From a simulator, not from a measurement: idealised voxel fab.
This section sets out a process module, namely voxel spacer lines.
Cross-section cut: width 295 nm, square cells of 5 nm.
Heads up, the way a cross-section reads in here is a grid of square cells, handed over as bands from the top down, with every band being one or more rows of cells.
The band entry comprises the height of the band's top followed by the height of its bottom, expressed in nm, and subsequently the band's materials from left to right, each stated together with its width in nm. Where a single material is marked with the word "everywhere", that material fills the band from edge to edge. The word "empty" represents empty space.
Height 0 is the level under which the wafer as received is all one material. The lowest band goes on downwards, as in "0..down".
A width such as "30 to 40" changes by the same amount from each row of cells to the next, from the band's top row to its bottom row.
Where the words "nothing changed" appear for a step, the cross-section shows no cell changed by that step; every cell remained as before.
This entry, "Sealed cavities", enumerates those empty regions of no fewer than 8 cells that possess no open connection to the top. Each region is reported in the form width x height at distance, the distance being taken from the left edge, with all three quantities expressed in nm.
What comes after the settings on a step's line is commentary from the simulator itself on that step.
"overlay nm", when on a step's line for a step with a mask, measures how far to the right of its planned place the mask lay; a negative measure means to the left.

# The steps planned for the process are as follows
step 1: RECEIVE [material Si]
step 2: CONFORMAL_DEP [material Al2O3] [thk nm 10]
step 3: DIRECTIONAL_DEP [material TiN] [thk nm 15]
step 4: DIRECTIONAL_DEP [material polySi] [thk nm 30]
step 5: PATTERN [tone cover] [mask id MANDREL] [material resist] [width nm 15] [pitch nm 50] [thk nm 35] [overlay nm 0]
step 6: DIRECTIONAL_ETCH [etch materials polySi] [depth nm 30]
step 7: STRIP [etch materials resist]
step 8: CONFORMAL_DEP [material SiN] [thk nm 10]
step 9: DIRECTIONAL_ETCH [etch materials SiN] [depth nm 10]
step 10: STRIP [etch materials polySi]
step 11: DIRECTIONAL_ETCH [etch materials TiN] [depth nm 15]
step 12: STRIP [etch materials SiN]
step 13: FILL_DEP [material SiO2] [thk nm 10]
step 14: CMP [height nm 25]

# Cross-section of the wafer upon arrival, representing the state reached after step 1
> 0..down = Si everywhere
> Sealed cavities: none

# What the wafer looks like in cross-section after this module, when it starts as shown above and follows the plan above but one mistake is made in running it
> 25..15 = Al2O3 everywhere
> 15..0 = TiN everywhere
> 0..down = Si everywhere
> Sealed cavities: none
The plan and the run diverged here: steps 2 and 3 got flipped, so each one ran where the other should have
